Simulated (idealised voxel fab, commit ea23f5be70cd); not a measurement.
The process module that follows is named voxel transistor to metal.
cross-section cut | 180 nm wide | cells 5 nm
When this document writes out a cross-section, it uses a grid of square cells and lists it as bands, beginning at the top and moving down, with a band standing for one or more rows of cells.
The band entry comprises the height of the band's top followed by the height of its bottom, expressed in nm, and subsequently the band's materials from left to right, each stated together with its width in nm. Where a single material is marked with the word "edge to edge", that material fills the band from edge to edge. The word "blank" represents empty space.
Heights from 0 (as-received wafer is one material below). Bottom band endless downward, as "0..down".
It should be noted that a width expressed as "30 to 40" varies in equal increments from row to row of cells within the band, taking the value of the first number at the top row and that of the second number at the bottom row.
When a step is marked "stayed the same", none of the cells in the cross-section changed during that step.
Listed in "Cavities, closed": every empty space of 8 or more cells without an open way to the top. Form: width x height at distance, the distance being from the left edge, all in nm.
Whatever follows a step's settings on its line is a remark the simulator itself makes about that step.
When a step includes a mask, the "overlay nm" setting on its line states how far to the right of its planned place that mask lay, and negative values state how far to the left.
PLAN
1. RECEIVE: material Si
2. OXIDIZE: depth nm 5
3. CONFORMAL_DEP: material SiN, thk nm 10
4. PATTERN: tone cover, mask id ACTIVE, material resist, width nm 95, thk nm 15, overlay nm 0
5. DIRECTIONAL_ETCH: etch materials SiN, depth nm 10
6. DIRECTIONAL_ETCH: etch materials SiO2, depth nm 5
7. DIRECTIONAL_ETCH: etch materials Si, depth nm 25
8. STRIP: etch materials resist
9. OXIDIZE: depth nm 5
10. FILL_DEP: material SiO2, thk nm 15
11. CMP: height nm 10
12. SELECTIVE_ETCH: etch materials SiO2, depth nm 5
13. STRIP: etch materials SiN
14. SELECTIVE_ETCH: etch materials SiO2, depth nm 5
15. OXIDIZE: depth nm 5
16. DIRECTIONAL_DEP: material polySi, thk nm 20
17. DIRECTIONAL_DEP: material SiCN, thk nm 10
18. MASKED_ETCH: tone cover, mask id GATE, width nm 15, etch materials SiCN, depth nm 20, overlay nm 0
19. MASKED_ETCH: tone cover, mask id GATE, width nm 15, etch materials polySi, depth nm 30, overlay nm 0
20. CONFORMAL_DEP: material SiO2, thk nm 5
21. DIRECTIONAL_ETCH: etch materials SiO2, depth nm 5
22. CONFORMAL_DEP: material SiN, thk nm 10
23. DIRECTIONAL_ETCH: etch materials SiN, depth nm 10
24. DIRECTIONAL_ETCH: etch materials SiO2, depth nm 5
25. DIRECTIONAL_ETCH: etch materials Si, depth nm 15
26. EPI: material nSi, thk nm 20
27. FILL_DEP: material SiO2, thk nm 5
28. CMP: height nm 25
29. DIRECTIONAL_DEP: material SiO2, thk nm 10
30. PATTERN: tone open, mask id CONTACT, material resist, width nm 25, pitch nm 50, thk nm 15, overlay nm 0
31. DIRECTIONAL_ETCH: etch materials SiO2, depth nm 25
32. STRIP: etch materials resist
33. CONFORMAL_DEP: material TiN, thk nm 5
34. FILL_DEP: material Ru, thk nm 5
35. CMP: height nm 35
36. CONFORMAL_DEP: material SiN, thk nm 5
37. DIRECTIONAL_DEP: material lowk, thk nm 20
38. PATTERN: tone open, mask id METAL_1, material resist, width nm 15, pitch nm 60, thk nm 20, overlay nm 0
39. DIRECTIONAL_ETCH: etch materials lowk, depth nm 20
40. DIRECTIONAL_ETCH: etch materials SiN, depth nm 5
41. STRIP: etch materials resist
42. CONFORMAL_DEP: material TiN, thk nm 5
43. FILL_DEP: material W, thk nm 5
44. CMP: height nm 60
45. CONFORMAL_DEP: material SiCN, thk nm 5
FIRST OF TWO WAFERS - AS PLANNED
SO THIS IS THE INCOMING WAFER IN CROSS-SECTION - IT'S ALREADY BEEN THROUGH STEP 1
> 0..down = Si edge to edge
> Cavities, closed: none
TAKE A LOOK AT THE WAFER'S CROSS-SECTION AFTER STEP 2
> 0..-5 = SiO2 edge to edge
> Rest of section, below -5: as before.
TAKE A LOOK AT THE WAFER'S CROSS-SECTION AFTER STEP 3
> 10..0 = SiN edge to edge
> Rest of section, below 0: as before.
TAKE A LOOK AT THE WAFER'S CROSS-SECTION AFTER STEP 4
> 25..10 = blank (40), resist (95), blank (45)
> Rest of section, below 10: as before.
TAKE A LOOK AT THE WAFER'S CROSS-SECTION AFTER STEP 5
> 25..10 = blank (40), resist (95), blank (45)
> 10..0 = blank (40), SiN (95), blank (45)
> Rest of section, below 0: as before.
TAKE A LOOK AT THE WAFER'S CROSS-SECTION AFTER STEP 6
> 25..10 = blank (40), resist (95), blank (45)
> 10..0 = blank (40), SiN (95), blank (45)
> 0..-5 = blank (40), SiO2 (95), blank (45)
> Rest of section, below -5: as before.
TAKE A LOOK AT THE WAFER'S CROSS-SECTION AFTER STEP 7
> 25..10 = blank (40), resist (95), blank (45)
> 10..0 = blank (40), SiN (95), blank (45)
> 0..-5 = blank (40), SiO2 (95), blank (45)
> -5..-30 = blank (40), Si (95), blank (45)
> Rest of section, below -30: as before.
TAKE A LOOK AT THE WAFER'S CROSS-SECTION AFTER STEP 8
> 10..0 = blank (40), SiN (95), blank (45)
> Rest of section, below 0: as before.
TAKE A LOOK AT THE WAFER'S CROSS-SECTION AFTER STEP 9
> 10..0 = blank (40), SiN (95), blank (45)
> 0..-5 = blank (40), SiO2 (95), blank (45)
> -5..-30 = blank (40), SiO2 (5), Si (85), SiO2 (5), blank (45)
> -30..-35 = SiO2 (45), Si (85), SiO2 (50)
> Rest of section, below -35: as before.
TAKE A LOOK AT THE WAFER'S CROSS-SECTION AFTER STEP 10
> 25..10 = SiO2 edge to edge
> 10..0 = SiO2 (40), SiN (95), SiO2 (45)
> 0..-5 = SiO2 edge to edge
> -5..-35 = SiO2 (45), Si (85), SiO2 (50)
> Rest of section, below -35: as before.
TAKE A LOOK AT THE WAFER'S CROSS-SECTION AFTER STEP 11
> 10..0 = SiO2 (40), SiN (95), SiO2 (45)
> Rest of section, below 0: as before.
TAKE A LOOK AT THE WAFER'S CROSS-SECTION AFTER STEP 12
> 10..5 = blank (40), SiN (95), blank (45)
> Rest of section, below 5: as before.
TAKE A LOOK AT THE WAFER'S CROSS-SECTION AFTER STEP 13
> 5..0 = SiO2 (40), blank (95), SiO2 (45)
> Rest of section, below 0: as before.
TAKE A LOOK AT THE WAFER'S CROSS-SECTION AFTER STEP 14
> 0..-5 = SiO2 (35), blank (105), SiO2 (40)
> Rest of section, below -5: as before.
TAKE A LOOK AT THE WAFER'S CROSS-SECTION AFTER STEP 15
> 0..-5 = SiO2 (35), blank (105), SiO2 (40)
> -5..-10 = SiO2 edge to edge
> Rest of section, below -10: as before.
TAKE A LOOK AT THE WAFER'S CROSS-SECTION AFTER STEP 16
> 20..15 = polySi (35), blank (105), polySi (40)
> 15..0 = polySi edge to edge
> 0..-5 = SiO2 (35), polySi (105), SiO2 (40)
> Rest of section, below -5: as before.
TAKE A LOOK AT THE WAFER'S CROSS-SECTION AFTER STEP 17
> 30..25 = SiCN (35), blank (105), SiCN (40)
> 25..20 = SiCN edge to edge
> 20..15 = polySi (35), SiCN (105), polySi (40)
> Rest of section, below 15: as before.
TAKE A LOOK AT THE WAFER'S CROSS-SECTION AFTER STEP 18
> 25..20 = blank (80), SiCN (15), blank (85)
> 20..15 = polySi (35), blank (45), SiCN (15), blank (45), polySi (40)
> Rest of section, below 15: as before.
TAKE A LOOK AT THE WAFER'S CROSS-SECTION AFTER STEP 19
> 25..15 = blank (80), SiCN (15), blank (85)
> 15..0 = blank (80), polySi (15), blank (85)
> 0..-5 = SiO2 (35), blank (45), polySi (15), blank (45), SiO2 (40)
> Rest of section, below -5: as before.
TAKE A LOOK AT THE WAFER'S CROSS-SECTION AFTER STEP 20
> 30..25 = blank (75), SiO2 (25), blank (80)
> 25..15 = blank (75), SiO2 (5), SiCN (15), SiO2 (5), blank (80)
> 15..5 = blank (75), SiO2 (5), polySi (15), SiO2 (5), blank (80)
> 5..0 = SiO2 (40), blank (35), SiO2 (5), polySi (15), SiO2 (5), blank (35), SiO2 (45)
> 0..-5 = SiO2 (80), polySi (15), SiO2 (85)
> Rest of section, below -5: as before.
TAKE A LOOK AT THE WAFER'S CROSS-SECTION AFTER STEP 21
> 25..15 = blank (75), SiO2 (5), SiCN (15), SiO2 (5), blank (80)
> 15..0 = blank (75), SiO2 (5), polySi (15), SiO2 (5), blank (80)
> 0..-5 = SiO2 (40), blank (35), SiO2 (5), polySi (15), SiO2 (5), blank (35), SiO2 (45)
> Rest of section, below -5: as before.
TAKE A LOOK AT THE WAFER'S CROSS-SECTION AFTER STEP 22
> 35..25 = blank (65), SiN (45), blank (70)
> 25..15 = blank (65), SiN (10), SiO2 (5), SiCN (15), SiO2 (5), SiN (10), blank (70)
> 15..10 = blank (65), SiN (10), SiO2 (5), polySi (15), SiO2 (5), SiN (10), blank (70)
> 10..5 = SiN (50), blank (15), SiN (10), SiO2 (5), polySi (15), SiO2 (5), SiN (10), blank (15), SiN (55)
> 5..0 = SiN (75), SiO2 (5), polySi (15), SiO2 (5), SiN (80)
> 0..-5 = SiO2 (40), SiN (35), SiO2 (5), polySi (15), SiO2 (5), SiN (35), SiO2 (45)
> Rest of section, below -5: as before.
TAKE A LOOK AT THE WAFER'S CROSS-SECTION AFTER STEP 23
> 25..15 = blank (65), SiN (10), SiO2 (5), SiCN (15), SiO2 (5), SiN (10), blank (70)
> 15..0 = blank (65), SiN (10), SiO2 (5), polySi (15), SiO2 (5), SiN (10), blank (70)
> 0..-5 = SiO2 (40), SiN (10), blank (15), SiN (10), SiO2 (5), polySi (15), SiO2 (5), SiN (10), blank (15), SiN (10), SiO2 (45)
> Rest of section, below -5: as before.
TAKE A LOOK AT THE WAFER'S CROSS-SECTION AFTER STEP 24
> 25..20 = blank (65), SiN (10), blank (5), SiCN (15), blank (5), SiN (10), blank (70)
> 20..15 = blank (65), SiN (10), SiO2 (5), SiCN (15), SiO2 (5), SiN (10), blank (70)
> 15..0 = blank (65), SiN (10), SiO2 (5), polySi (15), SiO2 (5), SiN (10), blank (70)
> 0..-5 = blank (40), SiN (10), blank (15), SiN (10), SiO2 (5), polySi (15), SiO2 (5), SiN (10), blank (15), SiN (10), blank (45)
> -5..-10 = SiO2 (50), blank (15), SiO2 (45), blank (15), SiO2 (55)
> Rest of section, below -10: as before.
TAKE A LOOK AT THE WAFER'S CROSS-SECTION AFTER STEP 25
> 25..20 = blank (65), SiN (10), blank (5), SiCN (15), blank (5), SiN (10), blank (70)
> 20..15 = blank (65), SiN (10), SiO2 (5), SiCN (15), SiO2 (5), SiN (10), blank (70)
> 15..0 = blank (65), SiN (10), SiO2 (5), polySi (15), SiO2 (5), SiN (10), blank (70)
> 0..-5 = blank (40), SiN (10), blank (15), SiN (10), SiO2 (5), polySi (15), SiO2 (5), SiN (10), blank (15), SiN (10), blank (45)
> -5..-10 = SiO2 (50), blank (15), SiO2 (45), blank (15), SiO2 (55)
> -10..-25 = SiO2 (45), Si (5), blank (15), Si (45), blank (15), Si (5), SiO2 (50)
> Rest of section, below -25: as before.
TAKE A LOOK AT THE WAFER'S CROSS-SECTION AFTER STEP 26
> 25..20 = blank (65), SiN (10), blank (5), SiCN (15), blank (5), SiN (10), blank (70)
> 20..15 = blank (65), SiN (10), SiO2 (5), SiCN (15), SiO2 (5), SiN (10), blank (70)
> 15..10 = blank (65), SiN (10), SiO2 (5), polySi (15), SiO2 (5), SiN (10), blank (70)
> 10..0 = blank (40), nSi (25), SiN (10), SiO2 (5), polySi (15), SiO2 (5), SiN (10), nSi (25), blank (45)
> 0..-5 = blank (40), SiN (10), nSi (15), SiN (10), SiO2 (5), polySi (15), SiO2 (5), SiN (10), nSi (15), SiN (10), blank (45)
> -5..-10 = SiO2 (50), nSi (15), SiO2 (45), nSi (15), SiO2 (55)
> -10..-25 = SiO2 (45), Si (5), nSi (15), Si (45), nSi (15), Si (5), SiO2 (50)
> Rest of section, below -25: as before.
TAKE A LOOK AT THE WAFER'S CROSS-SECTION AFTER STEP 27
> 30..25 = SiO2 edge to edge
> 25..15 = SiO2 (65), SiN (10), SiO2 (5), SiCN (15), SiO2 (5), SiN (10), SiO2 (70)
> 15..10 = SiO2 (65), SiN (10), SiO2 (5), polySi (15), SiO2 (5), SiN (10), SiO2 (70)
> 10..0 = SiO2 (40), nSi (25), SiN (10), SiO2 (5), polySi (15), SiO2 (5), SiN (10), nSi (25), SiO2 (45)
> 0..-5 = SiO2 (40), SiN (10), nSi (15), SiN (10), SiO2 (5), polySi (15), SiO2 (5), SiN (10), nSi (15), SiN (10), SiO2 (45)
> Rest of section, below -5: as before.
TAKE A LOOK AT THE WAFER'S CROSS-SECTION AFTER STEP 28
> 25..15 = SiO2 (65), SiN (10), SiO2 (5), SiCN (15), SiO2 (5), SiN (10), SiO2 (70)
> Rest of section, below 15: as before.
TAKE A LOOK AT THE WAFER'S CROSS-SECTION AFTER STEP 29
> 35..25 = SiO2 edge to edge
> Rest of section, below 25: as before.
TAKE A LOOK AT THE WAFER'S CROSS-SECTION AFTER STEP 30
> 50..35 = resist (50), blank (25), resist (25), blank (25), resist (55)
> Rest of section, below 35: as before.
TAKE A LOOK AT THE WAFER'S CROSS-SECTION AFTER STEP 31
> 50..35 = resist (50), blank (25), resist (25), blank (25), resist (55)
> 35..25 = SiO2 (50), blank (25), SiO2 (25), blank (25), SiO2 (55)
> 25..15 = SiO2 (50), blank (15), SiN (10), SiO2 (5), SiCN (15), SiO2 (5), SiN (10), blank (15), SiO2 (55)
> 15..10 = SiO2 (50), blank (15), SiN (10), SiO2 (5), polySi (15), SiO2 (5), SiN (10), blank (15), SiO2 (55)
> Rest of section, below 10: as before.
TAKE A LOOK AT THE WAFER'S CROSS-SECTION AFTER STEP 32
> 35..25 = SiO2 (50), blank (25), SiO2 (25), blank (25), SiO2 (55)
> Rest of section, below 25: as before.
TAKE A LOOK AT THE WAFER'S CROSS-SECTION AFTER STEP 33
> 40..35 = TiN (55), blank (15), TiN (35), blank (15), TiN (60)
> 35..25 = SiO2 (50), TiN (5), blank (15 to 5), TiN (5 to 15), SiO2 (25), TiN (5 to 15), blank (15 to 5), TiN (5), SiO2 (55)
> 25..15 = SiO2 (50), TiN (5), blank (5), TiN (5), SiN (10), SiO2 (5), SiCN (15), SiO2 (5), SiN (10), TiN (5), blank (5), TiN (5), SiO2 (55)
> 15..10 = SiO2 (50), TiN (15), SiN (10), SiO2 (5), polySi (15), SiO2 (5), SiN (10), TiN (15), SiO2 (55)
> Rest of section, below 10: as before.
TAKE A LOOK AT THE WAFER'S CROSS-SECTION AFTER STEP 34
> 45..40 = Ru edge to edge
> 40..35 = TiN (55), Ru (15), TiN (35), Ru (15), TiN (60)
> 35..25 = SiO2 (50), TiN (5), Ru (15 to 5), TiN (5 to 15), SiO2 (25), TiN (5 to 15), Ru (15 to 5), TiN (5), SiO2 (55)
> 25..15 = SiO2 (50), TiN (5), Ru (5), TiN (5), SiN (10), SiO2 (5), SiCN (15), SiO2 (5), SiN (10), TiN (5), Ru (5), TiN (5), SiO2 (55)
> Rest of section, below 15: as before.
TAKE A LOOK AT THE WAFER'S CROSS-SECTION AFTER STEP 35
> 35..25 = SiO2 (50), TiN (5), Ru (15 to 5), TiN (5 to 15), SiO2 (25), TiN (5 to 15), Ru (15 to 5), TiN (5), SiO2 (55)
> Rest of section, below 25: as before.
TAKE A LOOK AT THE WAFER'S CROSS-SECTION AFTER STEP 36
> 40..35 = SiN edge to edge
> Rest of section, below 35: as before.
TAKE A LOOK AT THE WAFER'S CROSS-SECTION AFTER STEP 37
> 60..40 = lowk edge to edge
> Rest of section, below 40: as before.
TAKE A LOOK AT THE WAFER'S CROSS-SECTION AFTER STEP 38
> 80..60 = resist (50), blank (15), resist (45), blank (15), resist (55)
> Rest of section, below 60: as before.
TAKE A LOOK AT THE WAFER'S CROSS-SECTION AFTER STEP 39
> 80..60 = resist (50), blank (15), resist (45), blank (15), resist (55)
> 60..40 = lowk (50), blank (15), lowk (45), blank (15), lowk (55)
> Rest of section, below 40: as before.
TAKE A LOOK AT THE WAFER'S CROSS-SECTION AFTER STEP 40
> 80..60 = resist (50), blank (15), resist (45), blank (15), resist (55)
> 60..40 = lowk (50), blank (15), lowk (45), blank (15), lowk (55)
> 40..35 = SiN (50), blank (15), SiN (45), blank (15), SiN (55)
> Rest of section, below 35: as before.
TAKE A LOOK AT THE WAFER'S CROSS-SECTION AFTER STEP 41
> 60..40 = lowk (50), blank (15), lowk (45), blank (15), lowk (55)
> Rest of section, below 40: as before.
TAKE A LOOK AT THE WAFER'S CROSS-SECTION AFTER STEP 42
> 65..60 = TiN (55), blank (5), TiN (55), blank (5), TiN (60)
> 60..40 = lowk (50), TiN (5), blank (5), TiN (5), lowk (45), TiN (5), blank (5), TiN (5), lowk (55)
> 40..35 = SiN (50), TiN (15), SiN (45), TiN (15), SiN (55)
> Rest of section, below 35: as before.
TAKE A LOOK AT THE WAFER'S CROSS-SECTION AFTER STEP 43
> 70..65 = W edge to edge
> 65..60 = TiN (55), W (5), TiN (55), W (5), TiN (60)
> 60..40 = lowk (50), TiN (5), W (5), TiN (5), lowk (45), TiN (5), W (5), TiN (5), lowk (55)
> Rest of section, below 40: as before.
TAKE A LOOK AT THE WAFER'S CROSS-SECTION AFTER STEP 44
> 60..40 = lowk (50), TiN (5), W (5), TiN (5), lowk (45), TiN (5), W (5), TiN (5), lowk (55)
> Rest of section, below 40: as before.
TAKE A LOOK AT THE WAFER'S CROSS-SECTION AFTER STEP 45
> 65..60 = SiCN edge to edge
> Rest of section, below 60: as before.
WAFER TWO. IDENTICAL START, IDENTICAL PLAN. ONE MISTAKE IN EXECUTION. IDENTICAL HISTORY THROUGH STEP 18
AT THE PLANNED END OF STEP 19, THE SECOND WAFER IN CROSS-SECTION
> 25..15 = blank (80), SiCN (15), blank (85)
> 15..0 = blank (75), polySi (25), blank (80)
> 0..-5 = SiO2 (35), blank (40), polySi (25), blank (40), SiO2 (40)
> Rest of section, below -5: as before.
AT THE PLANNED END OF STEP 20, THE SECOND WAFER IN CROSS-SECTION
> 30..25 = blank (75), SiO2 (25), blank (80)
> 25..15 = blank (75 to 70), SiO2 (5 to 10), SiCN (15), SiO2 (5 to 10), blank (80 to 75)
> 15..5 = blank (70), SiO2 (5), polySi (25), SiO2 (5), blank (75)
> 5..0 = SiO2 (40), blank (30), SiO2 (5), polySi (25), SiO2 (5), blank (30), SiO2 (45)
> 0..-5 = SiO2 (75), polySi (25), SiO2 (80)
> Rest of section, below -5: as before.
AT THE PLANNED END OF STEP 21, THE SECOND WAFER IN CROSS-SECTION
> 25..15 = blank (75), SiO2 (5), SiCN (15), SiO2 (5), blank (80)
> 15..0 = blank (70), SiO2 (5), polySi (25), SiO2 (5), blank (75)
> 0..-5 = SiO2 (40), blank (30), SiO2 (5), polySi (25), SiO2 (5), blank (30), SiO2 (45)
> Rest of section, below -5: as before.
AT THE PLANNED END OF STEP 22, THE SECOND WAFER IN CROSS-SECTION
> 35..25 = blank (65), SiN (45), blank (70)
> 25..15 = blank (60), SiN (15), SiO2 (5), SiCN (15), SiO2 (5), SiN (15), blank (65)
> 15..10 = blank (60), SiN (10), SiO2 (5), polySi (25), SiO2 (5), SiN (10), blank (65)
> 10..5 = SiN (50), blank (10), SiN (10), SiO2 (5), polySi (25), SiO2 (5), SiN (10), blank (10), SiN (55)
> 5..0 = SiN (70), SiO2 (5), polySi (25), SiO2 (5), SiN (75)
> 0..-5 = SiO2 (40), SiN (30), SiO2 (5), polySi (25), SiO2 (5), SiN (30), SiO2 (45)
> Rest of section, below -5: as before.
AT THE PLANNED END OF STEP 23, THE SECOND WAFER IN CROSS-SECTION
> 25..15 = blank (65), SiN (10), SiO2 (5), SiCN (15), SiO2 (5), SiN (10), blank (70)
> 15..0 = blank (60), SiN (10), SiO2 (5), polySi (25), SiO2 (5), SiN (10), blank (65)
> 0..-5 = SiO2 (40), SiN (10), blank (10), SiN (10), SiO2 (5), polySi (25), SiO2 (5), SiN (10), blank (10), SiN (10), SiO2 (45)
> Rest of section, below -5: as before.
AT THE PLANNED END OF STEP 24, THE SECOND WAFER IN CROSS-SECTION
> 25..20 = blank (65), SiN (10), blank (5), SiCN (15), blank (5), SiN (10), blank (70)
> 20..15 = blank (65), SiN (10), SiO2 (5), SiCN (15), SiO2 (5), SiN (10), blank (70)
> 15..0 = blank (60), SiN (10), SiO2 (5), polySi (25), SiO2 (5), SiN (10), blank (65)
> 0..-5 = blank (40), SiN (10), blank (10), SiN (10), SiO2 (5), polySi (25), SiO2 (5), SiN (10), blank (10), SiN (10), blank (45)
> -5..-10 = SiO2 (50), blank (10), SiO2 (55), blank (10), SiO2 (55)
> Rest of section, below -10: as before.
AT THE PLANNED END OF STEP 25, THE SECOND WAFER IN CROSS-SECTION
> 25..20 = blank (65), SiN (10), blank (5), SiCN (15), blank (5), SiN (10), blank (70)
> 20..15 = blank (65), SiN (10), SiO2 (5), SiCN (15), SiO2 (5), SiN (10), blank (70)
> 15..0 = blank (60), SiN (10), SiO2 (5), polySi (25), SiO2 (5), SiN (10), blank (65)
> 0..-5 = blank (40), SiN (10), blank (10), SiN (10), SiO2 (5), polySi (25), SiO2 (5), SiN (10), blank (10), SiN (10), blank (45)
> -5..-10 = SiO2 (50), blank (10), SiO2 (55), blank (10), SiO2 (55)
> -10..-25 = SiO2 (45), Si (5), blank (10), Si (55), blank (10), Si (5), SiO2 (50)
> Rest of section, below -25: as before.
AT THE PLANNED END OF STEP 26, THE SECOND WAFER IN CROSS-SECTION
> 25..20 = blank (65), SiN (10), blank (5), SiCN (15), blank (5), SiN (10), blank (70)
> 20..15 = blank (65), SiN (10), SiO2 (5), SiCN (15), SiO2 (5), SiN (10), blank (70)
> 15..10 = blank (60), SiN (10), SiO2 (5), polySi (25), SiO2 (5), SiN (10), blank (65)
> 10..0 = blank (40), nSi (20), SiN (10), SiO2 (5), polySi (25), SiO2 (5), SiN (10), nSi (20), blank (45)
> 0..-5 = blank (40), SiN (10), nSi (10), SiN (10), SiO2 (5), polySi (25), SiO2 (5), SiN (10), nSi (10), SiN (10), blank (45)
> -5..-10 = SiO2 (50), nSi (10), SiO2 (55), nSi (10), SiO2 (55)
> -10..-25 = SiO2 (45), Si (5), nSi (10), Si (55), nSi (10), Si (5), SiO2 (50)
> Rest of section, below -25: as before.
AT THE PLANNED END OF STEP 27, THE SECOND WAFER IN CROSS-SECTION
> 30..25 = SiO2 edge to edge
> 25..15 = SiO2 (65), SiN (10), SiO2 (5), SiCN (15), SiO2 (5), SiN (10), SiO2 (70)
> 15..10 = SiO2 (60), SiN (10), SiO2 (5), polySi (25), SiO2 (5), SiN (10), SiO2 (65)
> 10..0 = SiO2 (40), nSi (20), SiN (10), SiO2 (5), polySi (25), SiO2 (5), SiN (10), nSi (20), SiO2 (45)
> 0..-5 = SiO2 (40), SiN (10), nSi (10), SiN (10), SiO2 (5), polySi (25), SiO2 (5), SiN (10), nSi (10), SiN (10), SiO2 (45)
> Rest of section, below -5: as before.
AT THE PLANNED END OF STEP 28, THE SECOND WAFER IN CROSS-SECTION
> 25..15 = SiO2 (65), SiN (10), SiO2 (5), SiCN (15), SiO2 (5), SiN (10), SiO2 (70)
> Rest of section, below 15: as before.
AT THE PLANNED END OF STEP 29, THE SECOND WAFER IN CROSS-SECTION
> 35..25 = SiO2 edge to edge
> Rest of section, below 25: as before.
AT THE PLANNED END OF STEP 30, THE SECOND WAFER IN CROSS-SECTION
> 50..35 = resist (50), blank (25), resist (25), blank (25), resist (55)
> Rest of section, below 35: as before.
AT THE PLANNED END OF STEP 31, THE SECOND WAFER IN CROSS-SECTION
> 50..35 = resist (50), blank (25), resist (25), blank (25), resist (55)
> 35..25 = SiO2 (50), blank (25), SiO2 (25), blank (25), SiO2 (55)
> 25..15 = SiO2 (50), blank (15), SiN (10), SiO2 (5), SiCN (15), SiO2 (5), SiN (10), blank (15), SiO2 (55)
> 15..10 = SiO2 (50), blank (10), SiN (10), SiO2 (5), polySi (25), SiO2 (5), SiN (10), blank (10), SiO2 (55)
> Rest of section, below 10: as before.
AT THE PLANNED END OF STEP 32, THE SECOND WAFER IN CROSS-SECTION
> 35..25 = SiO2 (50), blank (25), SiO2 (25), blank (25), SiO2 (55)
> Rest of section, below 25: as before.
AT THE PLANNED END OF STEP 33, THE SECOND WAFER IN CROSS-SECTION
> 40..35 = TiN (55), blank (15), TiN (35), blank (15), TiN (60)
> 35..25 = SiO2 (50), TiN (5), blank (15 to 5), TiN (5 to 15), SiO2 (25), TiN (5 to 15), blank (15 to 5), TiN (5), SiO2 (55)
> 25..20 = SiO2 (50), TiN (5), blank (5), TiN (5), SiN (10), SiO2 (5), SiCN (15), SiO2 (5), SiN (10), TiN (5), blank (5), TiN (5), SiO2 (55)
> 20..15 = SiO2 (50), TiN (15), SiN (10), SiO2 (5), SiCN (15), SiO2 (5), SiN (10), TiN (15), SiO2 (55)
> 15..10 = SiO2 (50), TiN (10), SiN (10), SiO2 (5), polySi (25), SiO2 (5), SiN (10), TiN (10), SiO2 (55)
> Rest of section, below 10: as before.
AT THE PLANNED END OF STEP 34, THE SECOND WAFER IN CROSS-SECTION
> 45..40 = Ru edge to edge
> 40..35 = TiN (55), Ru (15), TiN (35), Ru (15), TiN (60)
> 35..25 = SiO2 (50), TiN (5), Ru (15 to 5), TiN (5 to 15), SiO2 (25), TiN (5 to 15), Ru (15 to 5), TiN (5), SiO2 (55)
> 25..20 = SiO2 (50), TiN (5), Ru (5), TiN (5), SiN (10), SiO2 (5), SiCN (15), SiO2 (5), SiN (10), TiN (5), Ru (5), TiN (5), SiO2 (55)
> Rest of section, below 20: as before.
AT THE PLANNED END OF STEP 35, THE SECOND WAFER IN CROSS-SECTION
> 35..25 = SiO2 (50), TiN (5), Ru (15 to 5), TiN (5 to 15), SiO2 (25), TiN (5 to 15), Ru (15 to 5), TiN (5), SiO2 (55)
> Rest of section, below 25: as before.
AT THE PLANNED END OF STEP 36, THE SECOND WAFER IN CROSS-SECTION
> 40..35 = SiN edge to edge
> Rest of section, below 35: as before.
AT THE PLANNED END OF STEP 37, THE SECOND WAFER IN CROSS-SECTION
> 60..40 = lowk edge to edge
> Rest of section, below 40: as before.
AT THE PLANNED END OF STEP 38, THE SECOND WAFER IN CROSS-SECTION
> 80..60 = resist (50), blank (15), resist (45), blank (15), resist (55)
> Rest of section, below 60: as before.
AT THE PLANNED END OF STEP 39, THE SECOND WAFER IN CROSS-SECTION
> 80..60 = resist (50), blank (15), resist (45), blank (15), resist (55)
> 60..40 = lowk (50), blank (15), lowk (45), blank (15), lowk (55)
> Rest of section, below 40: as before.
AT THE PLANNED END OF STEP 40, THE SECOND WAFER IN CROSS-SECTION
> 80..60 = resist (50), blank (15), resist (45), blank (15), resist (55)
> 60..40 = lowk (50), blank (15), lowk (45), blank (15), lowk (55)
> 40..35 = SiN (50), blank (15), SiN (45), blank (15), SiN (55)
> Rest of section, below 35: as before.
AT THE PLANNED END OF STEP 41, THE SECOND WAFER IN CROSS-SECTION
> 60..40 = lowk (50), blank (15), lowk (45), blank (15), lowk (55)
> Rest of section, below 40: as before.
AT THE PLANNED END OF STEP 42, THE SECOND WAFER IN CROSS-SECTION
> 65..60 = TiN (55), blank (5), TiN (55), blank (5), TiN (60)
> 60..40 = lowk (50), TiN (5), blank (5), TiN (5), lowk (45), TiN (5), blank (5), TiN (5), lowk (55)
> 40..35 = SiN (50), TiN (15), SiN (45), TiN (15), SiN (55)
> Rest of section, below 35: as before.
AT THE PLANNED END OF STEP 43, THE SECOND WAFER IN CROSS-SECTION
> 70..65 = W edge to edge
> 65..60 = TiN (55), W (5), TiN (55), W (5), TiN (60)
> 60..40 = lowk (50), TiN (5), W (5), TiN (5), lowk (45), TiN (5), W (5), TiN (5), lowk (55)
> Rest of section, below 40: as before.
AT THE PLANNED END OF STEP 44, THE SECOND WAFER IN CROSS-SECTION
> 60..40 = lowk (50), TiN (5), W (5), TiN (5), lowk (45), TiN (5), W (5), TiN (5), lowk (55)
> Rest of section, below 40: as before.
AT THE PLANNED END OF STEP 45, THE SECOND WAFER IN CROSS-SECTION
> 65..60 = SiCN edge to edge
> Rest of section, below 60: as before.
The plan and the run diverged here: so step 19 ended up running with a different setting than we planned, it ran as MASKED_ETCH: tone cover, mask id GATE, width nm 25, etch materials polySi, depth nm 30, overlay nm 0
The closing comparison, in cells, has the second wafer with more or fewer of some materials than the first: Ru: 2 fewer | Si: 6 more | SiO2: 2 more | nSi: 14 fewer | polySi: 8 more
